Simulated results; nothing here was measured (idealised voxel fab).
process module | voxel gate over fins
cross-section cut | 180 nm wide | cells 5 nm
A cross-section is a grid of square cells, given in bands from the top down. A band is one or more rows of cells.
Each band's line starts with the height of the band's top and of its bottom, in nm. Then come its materials from left to right, each with its width in nm. One material with "throughout" fills the band from edge to edge. "air" is empty space.
Height 0 is the level under which the wafer as received is all one material. The lowest band goes on downwards, as in "0 down".
A width such as "30 to 40" changes by the same amount from each row of cells to the next, from the band's top row to its bottom row.
"no change" after a step means that no cell of the cross-section changed.
closed voids: empty space of 8 cells or more with no open way to the top, each as width x height at its distance from the left edge, in nm
after a step's settings: what the simulator itself notes on the step
overlay nm, on a step with a mask: how far to the right of its planned place the mask lay; to the left if negative
Each pair below shows a cross-section before one step and the cross-section after it, down to the lowest band that changed. The line under each pair gives the step between them, with its settings. The pairs can come from different runs of this module on the same starting wafer, so a pair continues from the pair above only where its "before" says so.
before
  10 to 0: SiO2 50 | SiN 15 | SiO2 45 | SiN 15 | SiO2 55
  0 to -35: SiO2 50 | Si 15 | SiO2 45 | Si 15 | SiO2 55
  -35 down: Si throughout
  closed voids: none
after
  10 to 0: air 50 | SiN 15 | air 15 | SiO2 15 | air 15 | SiN 15 | air 55
  0 to -30: air 50 | Si 15 | air 15 | SiO2 15 | air 15 | Si 15 | air 55
  below -30: unchanged
  closed voids: none
the step between: op MASKED_ETCH | tone cover | mask id RAIL | width nm 15 | etch materials SiO2 | depth nm 40 | overlay nm 0
before: the cross-section after the pair above
after
  15 to 10: air 45 | TiN 25 | air 5 | TiN 25 | air 5 | TiN 25 | air 50
  10 to 0: air 45 | TiN 5 | SiN 15 | TiN 5 | air 5 | TiN 5 | SiO2 15 | TiN 5 | air 5 | TiN 5 | SiN 15 | TiN 5 | air 50
  0 to -25: air 45 | TiN 5 | Si 15 | TiN 5 | air 5 | TiN 5 | SiO2 15 | TiN 5 | air 5 | TiN 5 | Si 15 | TiN 5 | air 50
  -25 to -30: TiN 50 | Si 15 | TiN 15 | SiO2 15 | TiN 15 | Si 15 | TiN 55
  below -30: unchanged
  closed voids: none
the step between: op CONFORMAL_DEP | material TiN | thk nm 5
before: the cross-section after the pair above
after
  25 to 15: W throughout
  15 to 10: W 45 | TiN 25 | W 5 | TiN 25 | W 5 | TiN 25 | W 50
  10 to 0: W 45 | TiN 5 | SiN 15 | TiN 5 | W 5 | TiN 5 | SiO2 15 | TiN 5 | W 5 | TiN 5 | SiN 15 | TiN 5 | W 50
  0 to -25: W 45 | TiN 5 | Si 15 | TiN 5 | W 5 | TiN 5 | SiO2 15 | TiN 5 | W 5 | TiN 5 | Si 15 | TiN 5 | W 50
  below -25: unchanged
  closed voids: none
the step between: op FILL_DEP | material W | thk nm 10
before: the cross-section after the pair above
after
  10 to 0: W 45 | TiN 5 | SiN 15 | TiN 5 | W 5 | TiN 5 | SiO2 15 | TiN 5 | W 5 | TiN 5 | SiN 15 | TiN 5 | W 50
  below 0: unchanged
  closed voids: none
the step between: op CMP | height nm 10
before: the cross-section after the pair above
after
  10 to 0: air 50 | SiN 15 | air 15 | SiO2 15 | air 15 | SiN 15 | air 55
  0 to -15: air 50 | Si 15 | air 15 | SiO2 15 | air 15 | Si 15 | air 55
  below -15: unchanged
  closed voids: none
the step between: op SELECTIVE_ETCH | etch materials W Ru TiN | depth nm 25
before: the cross-section after the pair above
after
  15 to 10: SiO2 throughout
  10 to 0: SiO2 50 | SiN 15 | SiO2 45 | SiN 15 | SiO2 55
  0 to -15: SiO2 50 | Si 15 | SiO2 45 | Si 15 | SiO2 55
  below -15: unchanged
  closed voids: none
the step between: op FILL_DEP | material SiO2 | thk nm 5
before: the cross-section after the pair above
after
  10 to 0: SiO2 50 | SiN 15 | SiO2 45 | SiN 15 | SiO2 55
  below 0: unchanged
  closed voids: none
the step between: op CMP | height nm 10
before: the cross-section after the pair above
after
  10 to 0: air 50 | SiN 15 | air 45 | SiN 15 | air 55
  0 to -10: air 50 | Si 15 | air 45 | Si 15 | air 55
  below -10: unchanged
  closed voids: none
the step between: op SELECTIVE_ETCH | etch materials SiO2 | depth nm 20
before: the cross-section after the pair above
after
  0 to -10: air 50 | Si 15 | air 45 | Si 15 | air 55
  below -10: unchanged
  closed voids: none
the step between: op STRIP | etch materials SiN
before: the cross-section after the pair above
after
  5 to 0: air 45 | HfO2 25 | air 35 | HfO2 25 | air 50
  0 to -5: air 45 | HfO2 5 | Si 15 | HfO2 5 | air 35 | HfO2 5 | Si 15 | HfO2 5 | air 50
  -5 to -10: HfO2 50 | Si 15 | HfO2 45 | Si 15 | HfO2 55
  below -10: unchanged
  closed voids: none
the step between: op CONFORMAL_DEP | material HfO2 | thk nm 5
before: the cross-section after the pair above
after
  10 to 5: air 40 | TiN 35 | air 25 | TiN 35 | air 45
  5 to 0: air 40 | TiN 5 | HfO2 25 | TiN 5 | air 25 | TiN 5 | HfO2 25 | TiN 5 | air 45
  0 to -5: TiN 45 | HfO2 5 | Si 15 | HfO2 5 | TiN 35 | HfO2 5 | Si 15 | HfO2 5 | TiN 50
  below -5: unchanged
  closed voids: none
the step between: op CONFORMAL_DEP | material TiN | thk nm 5
before: the cross-section after the pair above
after
  20 to 10: W throughout
  10 to 5: W 40 | TiN 35 | W 25 | TiN 35 | W 45
  5 to 0: W 40 | TiN 5 | HfO2 25 | TiN 5 | W 25 | TiN 5 | HfO2 25 | TiN 5 | W 45
  below 0: unchanged
  closed voids: none
the step between: op FILL_DEP | material W | thk nm 10
before: the cross-section after the pair above
after
  15 to 10: W throughout
  below 10: unchanged
  closed voids: none
the step between: op CMP | height nm 15
before: the cross-section after the pair above
after
  25 to 15: SiCN throughout
  below 15: unchanged
  closed voids: none
the step between: op CONFORMAL_DEP | material SiCN | thk nm 10
